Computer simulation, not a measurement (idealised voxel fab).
voxel capacitor over wiring: a process module
Cross-sectional view cut (width: 210 nm; square cell size: 5 nm).
Cross-section = grid of square cells, listed top down in bands; band = one or more rows.
The band entry comprises the height of the band's top followed by the height of its bottom, expressed in nm, and subsequently the band's materials from left to right, each stated together with its width in nm. Where a single material is marked with the word "all across", that material fills the band from edge to edge. The word "empty" represents empty space.
The level at which height equals 0 is the one under which the wafer, as it arrives, is entirely one material. No lower edge exists for the bottom band, which continues downward and is notated as in "0 and below".
Graded width ("30..40"): value in top row of band = first number; value in bottom row = second number; row-to-row change constant.
Step note "left unchanged" = no cross-section cell changed.
"Enclosed cavity list" - sealed voids, min. 8 cells, no opening to top; format: width x height at distance (distance from left edge; nm throughout).
It should be noted that, on the line of a given step, the content following the step's settings is a remark produced by the simulator itself with respect to that step.
"overlay nm", when on a step's line for a step with a mask, measures how far to the right of its planned place the mask lay; a negative measure means to the left.
THIS SECTION LISTS THE PROCESS STEPS THAT WERE PLANNED
step 1: RECEIVE | material Si
step 2: CONFORMAL_DEP | material SiO2 | thk nm 10
step 3: CONFORMAL_DEP | material SiCN | thk nm 5
step 4: DIRECTIONAL_DEP | material SiO2 | thk nm 25
step 5: PATTERN | tone open | mask id METAL_1 | material resist | width nm 25 | pitch nm 80 | thk nm 20 | overlay nm 0
step 6: DIRECTIONAL_ETCH | etch materials SiO2 | depth nm 25
step 7: DIRECTIONAL_ETCH | etch materials SiCN | depth nm 5
step 8: STRIP | etch materials resist
step 9: CONFORMAL_DEP | material TiN | thk nm 5
step 10: FILL_DEP | material Ru | thk nm 10
step 11: CMP | height nm 40
step 12: CONFORMAL_DEP | material SiCN | thk nm 5
step 13: DIRECTIONAL_DEP | material lowk | thk nm 15
step 14: PATTERN | tone open | mask id PLUG_1 | material resist | width nm 15 | thk nm 15 | overlay nm 0
step 15: DIRECTIONAL_ETCH | etch materials lowk | depth nm 15
step 16: DIRECTIONAL_ETCH | etch materials SiCN | depth nm 5
step 17: STRIP | etch materials resist
step 18: EPI | material Ru | thk nm 10
step 19: EPI | material Ru | thk nm 10
step 20: DIRECTIONAL_DEP | material TiN | thk nm 10
step 21: DIRECTIONAL_DEP | material Al2O3 | thk nm 5
step 22: DIRECTIONAL_DEP | material TiN | thk nm 10
step 23: DIRECTIONAL_DEP | material aC | thk nm 10
step 24: PATTERN | tone cover | mask id UPPER_PLATE | material resist | width nm 60 | thk nm 25 | overlay nm 0
step 25: DIRECTIONAL_ETCH | etch materials aC | depth nm 10
step 26: STRIP | etch materials resist
step 27: DIRECTIONAL_ETCH | etch materials TiN | depth nm 10
step 28: DIRECTIONAL_ETCH | etch materials Al2O3 | depth nm 5
step 29: STRIP | etch materials aC
step 30: DIRECTIONAL_DEP | material aC | thk nm 15
step 31: PATTERN | tone cover | mask id LOWER_PLATE | material resist | width nm 70 | thk nm 30 | overlay nm 0
step 32: DIRECTIONAL_ETCH | etch materials aC | depth nm 15
step 33: STRIP | etch materials resist
step 34: DIRECTIONAL_ETCH | etch materials TiN | depth nm 10
step 35: STRIP | etch materials aC
step 36: FILL_DEP | material SiO2 | thk nm 15
step 37: CMP | height nm 95
step 38: DIRECTIONAL_DEP | material aC | thk nm 10
step 39: PATTERN | tone open | mask id PLUG_2 | material resist | width nm 15 | thk nm 25 | overlay nm 0
step 40: DIRECTIONAL_ETCH | etch materials aC | depth nm 10
step 41: STRIP | etch materials resist
step 42: DIRECTIONAL_ETCH | etch materials SiO2 | depth nm 10
step 43: STRIP | etch materials aC
step 44: CONFORMAL_DEP | material TiN | thk nm 5
step 45: FILL_DEP | material Cu | thk nm 5
step 46: CMP | height nm 95
step 47: CONFORMAL_DEP | material SiN | thk nm 5
THE FIRST OF THE TWO WAFERS, WHICH RAN AS PLANNED
AS RECEIVED, AFTER STEP 1
0 and below: Si all across
Enclosed cavity list: none
UPON COMPLETION OF STEP 2, THE WAFER APPEARS IN CROSS-SECTION AS SHOWN
10 down to 0: SiO2 all across
Whatever lies below 0 is exactly as it was before.
UPON COMPLETION OF STEP 3, THE WAFER APPEARS IN CROSS-SECTION AS SHOWN
15 down to 10: SiCN all across
Whatever lies below 10 is exactly as it was before.
UPON COMPLETION OF STEP 4, THE WAFER APPEARS IN CROSS-SECTION AS SHOWN
40 down to 15: SiO2 all across
Whatever lies below 15 is exactly as it was before.
UPON COMPLETION OF STEP 5, THE WAFER APPEARS IN CROSS-SECTION AS SHOWN
60 down to 40: resist=50, empty=25, resist=55, empty=25, resist=55
Whatever lies below 40 is exactly as it was before.
UPON COMPLETION OF STEP 6, THE WAFER APPEARS IN CROSS-SECTION AS SHOWN
60 down to 40: resist=50, empty=25, resist=55, empty=25, resist=55
40 down to 15: SiO2=50, empty=25, SiO2=55, empty=25, SiO2=55
Whatever lies below 15 is exactly as it was before.
UPON COMPLETION OF STEP 7, THE WAFER APPEARS IN CROSS-SECTION AS SHOWN
60 down to 40: resist=50, empty=25, resist=55, empty=25, resist=55
40 down to 15: SiO2=50, empty=25, SiO2=55, empty=25, SiO2=55
15 down to 10: SiCN=50, empty=25, SiCN=55, empty=25, SiCN=55
Whatever lies below 10 is exactly as it was before.
UPON COMPLETION OF STEP 8, THE WAFER APPEARS IN CROSS-SECTION AS SHOWN
40 down to 15: SiO2=50, empty=25, SiO2=55, empty=25, SiO2=55
Whatever lies below 15 is exactly as it was before.
UPON COMPLETION OF STEP 9, THE WAFER APPEARS IN CROSS-SECTION AS SHOWN
45 down to 40: TiN=55, empty=15, TiN=65, empty=15, TiN=60
40 down to 15: SiO2=50, TiN=5, empty=15, TiN=5, SiO2=55, TiN=5, empty=15, TiN=5, SiO2=55
15 down to 10: SiCN=50, TiN=25, SiCN=55, TiN=25, SiCN=55
Whatever lies below 10 is exactly as it was before.
UPON COMPLETION OF STEP 10, THE WAFER APPEARS IN CROSS-SECTION AS SHOWN
55 down to 45: Ru all across
45 down to 40: TiN=55, Ru=15, TiN=65, Ru=15, TiN=60
40 down to 15: SiO2=50, TiN=5, Ru=15, TiN=5, SiO2=55, TiN=5, Ru=15, TiN=5, SiO2=55
Whatever lies below 15 is exactly as it was before.
UPON COMPLETION OF STEP 11, THE WAFER APPEARS IN CROSS-SECTION AS SHOWN
40 down to 15: SiO2=50, TiN=5, Ru=15, TiN=5, SiO2=55, TiN=5, Ru=15, TiN=5, SiO2=55
Whatever lies below 15 is exactly as it was before.
UPON COMPLETION OF STEP 12, THE WAFER APPEARS IN CROSS-SECTION AS SHOWN
45 down to 40: SiCN all across
Whatever lies below 40 is exactly as it was before.
UPON COMPLETION OF STEP 13, THE WAFER APPEARS IN CROSS-SECTION AS SHOWN
60 down to 45: lowk all across
Whatever lies below 45 is exactly as it was before.
UPON COMPLETION OF STEP 14, THE WAFER APPEARS IN CROSS-SECTION AS SHOWN
75 down to 60: resist=60, empty=15, resist=135
Whatever lies below 60 is exactly as it was before.
UPON COMPLETION OF STEP 15, THE WAFER APPEARS IN CROSS-SECTION AS SHOWN
75 down to 60: resist=60, empty=15, resist=135
60 down to 45: lowk=60, empty=15, lowk=135
Whatever lies below 45 is exactly as it was before.
UPON COMPLETION OF STEP 16, THE WAFER APPEARS IN CROSS-SECTION AS SHOWN
75 down to 60: resist=60, empty=15, resist=135
60 down to 45: lowk=60, empty=15, lowk=135
45 down to 40: SiCN=60, empty=15, SiCN=135
Whatever lies below 40 is exactly as it was before.
UPON COMPLETION OF STEP 17, THE WAFER APPEARS IN CROSS-SECTION AS SHOWN
60 down to 45: lowk=60, empty=15, lowk=135
Whatever lies below 45 is exactly as it was before.
UPON COMPLETION OF STEP 18, THE WAFER APPEARS IN CROSS-SECTION AS SHOWN
60 down to 50: lowk=60, empty=15, lowk=135
50 down to 45: lowk=60, Ru=15, lowk=135
45 down to 40: SiCN=60, Ru=15, SiCN=135
Whatever lies below 40 is exactly as it was before.
UPON COMPLETION OF STEP 19, THE WAFER APPEARS IN CROSS-SECTION AS SHOWN
60 down to 45: lowk=60, Ru=15, lowk=135
Whatever lies below 45 is exactly as it was before.
UPON COMPLETION OF STEP 20, THE WAFER APPEARS IN CROSS-SECTION AS SHOWN
70 down to 60: TiN all across
Whatever lies below 60 is exactly as it was before.
UPON COMPLETION OF STEP 21, THE WAFER APPEARS IN CROSS-SECTION AS SHOWN
75 down to 70: Al2O3 all across
Whatever lies below 70 is exactly as it was before.
UPON COMPLETION OF STEP 22, THE WAFER APPEARS IN CROSS-SECTION AS SHOWN
85 down to 75: TiN all across
Whatever lies below 75 is exactly as it was before.
UPON COMPLETION OF STEP 23, THE WAFER APPEARS IN CROSS-SECTION AS SHOWN
95 down to 85: aC all across
Whatever lies below 85 is exactly as it was before.
UPON COMPLETION OF STEP 24, THE WAFER APPEARS IN CROSS-SECTION AS SHOWN
120 down to 95: empty=60, resist=60, empty=90
Whatever lies below 95 is exactly as it was before.
UPON COMPLETION OF STEP 25, THE WAFER APPEARS IN CROSS-SECTION AS SHOWN
110 down to 95: empty=60, resist=60, empty=90
95 down to 85: empty=60, aC=60, empty=90
Whatever lies below 85 is exactly as it was before.
UPON COMPLETION OF STEP 26, THE WAFER APPEARS IN CROSS-SECTION AS SHOWN
95 down to 85: empty=60, aC=60, empty=90
Whatever lies below 85 is exactly as it was before.
UPON COMPLETION OF STEP 27, THE WAFER APPEARS IN CROSS-SECTION AS SHOWN
95 down to 85: empty=60, aC=60, empty=90
85 down to 75: empty=60, TiN=60, empty=90
Whatever lies below 75 is exactly as it was before.
UPON COMPLETION OF STEP 28, THE WAFER APPEARS IN CROSS-SECTION AS SHOWN
95 down to 85: empty=60, aC=60, empty=90
85 down to 75: empty=60, TiN=60, empty=90
75 down to 70: empty=60, Al2O3=60, empty=90
Whatever lies below 70 is exactly as it was before.
UPON COMPLETION OF STEP 29, THE WAFER APPEARS IN CROSS-SECTION AS SHOWN
85 down to 75: empty=60, TiN=60, empty=90
Whatever lies below 75 is exactly as it was before.
UPON COMPLETION OF STEP 30, THE WAFER APPEARS IN CROSS-SECTION AS SHOWN
100 down to 85: empty=60, aC=60, empty=90
85 down to 75: aC=60, TiN=60, aC=90
75 down to 70: aC=60, Al2O3=60, aC=90
Whatever lies below 70 is exactly as it was before.
UPON COMPLETION OF STEP 31, THE WAFER APPEARS IN CROSS-SECTION AS SHOWN
130 down to 100: empty=55, resist=70, empty=85
100 down to 85: empty=55, resist=5, aC=60, resist=5, empty=85
Whatever lies below 85 is exactly as it was before.
UPON COMPLETION OF STEP 32, THE WAFER APPEARS IN CROSS-SECTION AS SHOWN
115 down to 100: empty=55, resist=70, empty=85
100 down to 85: empty=55, resist=5, aC=60, resist=5, empty=85
85 down to 75: empty=55, aC=5, TiN=60, aC=5, empty=85
75 down to 70: empty=55, aC=5, Al2O3=60, aC=5, empty=85
Whatever lies below 70 is exactly as it was before.
UPON COMPLETION OF STEP 33, THE WAFER APPEARS IN CROSS-SECTION AS SHOWN
100 down to 85: empty=60, aC=60, empty=90
Whatever lies below 85 is exactly as it was before.
UPON COMPLETION OF STEP 34, THE WAFER APPEARS IN CROSS-SECTION AS SHOWN
100 down to 85: empty=60, aC=60, empty=90
85 down to 75: empty=55, aC=5, TiN=60, aC=5, empty=85
75 down to 70: empty=55, aC=5, Al2O3=60, aC=5, empty=85
70 down to 60: empty=55, TiN=70, empty=85
Whatever lies below 60 is exactly as it was before.
UPON COMPLETION OF STEP 35, THE WAFER APPEARS IN CROSS-SECTION AS SHOWN
85 down to 75: empty=60, TiN=60, empty=90
75 down to 70: empty=60, Al2O3=60, empty=90
Whatever lies below 70 is exactly as it was before.
UPON COMPLETION OF STEP 36, THE WAFER APPEARS IN CROSS-SECTION AS SHOWN
100 down to 85: SiO2 all across
85 down to 75: SiO2=60, TiN=60, SiO2=90
75 down to 70: SiO2=60, Al2O3=60, SiO2=90
70 down to 60: SiO2=55, TiN=70, SiO2=85
Whatever lies below 60 is exactly as it was before.
UPON COMPLETION OF STEP 37, THE WAFER APPEARS IN CROSS-SECTION AS SHOWN
95 down to 85: SiO2 all across
Whatever lies below 85 is exactly as it was before.
UPON COMPLETION OF STEP 38, THE WAFER APPEARS IN CROSS-SECTION AS SHOWN
105 down to 95: aC all across
Whatever lies below 95 is exactly as it was before.
UPON COMPLETION OF STEP 39, THE WAFER APPEARS IN CROSS-SECTION AS SHOWN
130 down to 105: resist=70, empty=15, resist=125
Whatever lies below 105 is exactly as it was before.
UPON COMPLETION OF STEP 40, THE WAFER APPEARS IN CROSS-SECTION AS SHOWN
120 down to 105: resist=70, empty=15, resist=125
105 down to 95: aC=70, empty=15, aC=125
Whatever lies below 95 is exactly as it was before.
UPON COMPLETION OF STEP 41, THE WAFER APPEARS IN CROSS-SECTION AS SHOWN
105 down to 95: aC=70, empty=15, aC=125
Whatever lies below 95 is exactly as it was before.
UPON COMPLETION OF STEP 42, THE WAFER APPEARS IN CROSS-SECTION AS SHOWN
105 down to 95: aC=70, empty=15, aC=125
95 down to 85: SiO2=70, empty=15, SiO2=125
Whatever lies below 85 is exactly as it was before.
UPON COMPLETION OF STEP 43, THE WAFER APPEARS IN CROSS-SECTION AS SHOWN
95 down to 85: SiO2=70, empty=15, SiO2=125
Whatever lies below 85 is exactly as it was before.
UPON COMPLETION OF STEP 44, THE WAFER APPEARS IN CROSS-SECTION AS SHOWN
100 down to 95: TiN=75, empty=5, TiN=130
95 down to 90: SiO2=70, TiN=5, empty=5, TiN=5, SiO2=125
90 down to 85: SiO2=70, TiN=15, SiO2=125
Whatever lies below 85 is exactly as it was before.
UPON COMPLETION OF STEP 45, THE WAFER APPEARS IN CROSS-SECTION AS SHOWN
105 down to 100: Cu all across
100 down to 95: TiN=75, Cu=5, TiN=130
95 down to 90: SiO2=70, TiN=5, Cu=5, TiN=5, SiO2=125
Whatever lies below 90 is exactly as it was before.
UPON COMPLETION OF STEP 46, THE WAFER APPEARS IN CROSS-SECTION AS SHOWN
95 down to 90: SiO2=70, TiN=5, Cu=5, TiN=5, SiO2=125
Whatever lies below 90 is exactly as it was before.
UPON COMPLETION OF STEP 47, THE WAFER APPEARS IN CROSS-SECTION AS SHOWN
100 down to 95: SiN all across
Whatever lies below 95 is exactly as it was before.
NOW THE OTHER WAFER: SAME START, SAME RECIPE, BUT WE MESSED UP ONE THING WHEN RUNNING IT. UP TO AND INCLUDING STEP 38 IT'S THE SAME AS THE FIRST ONE
SECOND WAFER, SECTION VIEW, TIME POINT: SCHEDULED END OF STEP 39
130 down to 105: empty=70, resist=15, empty=125
Whatever lies below 105 is exactly as it was before.
SECOND WAFER, SECTION VIEW, TIME POINT: SCHEDULED END OF STEP 40
120 down to 105: empty=70, resist=15, empty=125
105 down to 95: empty=70, aC=15, empty=125
Whatever lies below 95 is exactly as it was before.
SECOND WAFER, SECTION VIEW, TIME POINT: SCHEDULED END OF STEP 41
105 down to 95: empty=70, aC=15, empty=125
Whatever lies below 95 is exactly as it was before.
SECOND WAFER, SECTION VIEW, TIME POINT: SCHEDULED END OF STEP 42
105 down to 95: empty=70, aC=15, empty=125
95 down to 85: empty=70, SiO2=15, empty=125
Whatever lies below 85 is exactly as it was before.
SECOND WAFER, SECTION VIEW, TIME POINT: SCHEDULED END OF STEP 43
95 down to 85: empty=70, SiO2=15, empty=125
Whatever lies below 85 is exactly as it was before.
SECOND WAFER, SECTION VIEW, TIME POINT: SCHEDULED END OF STEP 44
100 down to 95: empty=65, TiN=25, empty=120
95 down to 90: empty=65, TiN=5, SiO2=15, TiN=5, empty=120
90 down to 85: TiN=70, SiO2=15, TiN=125
Whatever lies below 85 is exactly as it was before.
SECOND WAFER, SECTION VIEW, TIME POINT: SCHEDULED END OF STEP 45
105 down to 100: Cu all across
100 down to 95: Cu=65, TiN=25, Cu=120
95 down to 90: Cu=65, TiN=5, SiO2=15, TiN=5, Cu=120
Whatever lies below 90 is exactly as it was before.
SECOND WAFER, SECTION VIEW, TIME POINT: SCHEDULED END OF STEP 46
95 down to 90: Cu=65, TiN=5, SiO2=15, TiN=5, Cu=120
Whatever lies below 90 is exactly as it was before.
SECOND WAFER, SECTION VIEW, TIME POINT: SCHEDULED END OF STEP 47
100 down to 95: SiN all across
Whatever lies below 95 is exactly as it was before.
Finding, execution versus plan: step 39: run off-plan, actual operation and settings PATTERN | tone cover | mask id PLUG_2 | material resist | width nm 15 | thk nm 25 | overlay nm 0
Per the end-of-run cell counts, the second wafer holds more or fewer of some materials than the first: Cu +36 | SiO2 -72 | TiN +36
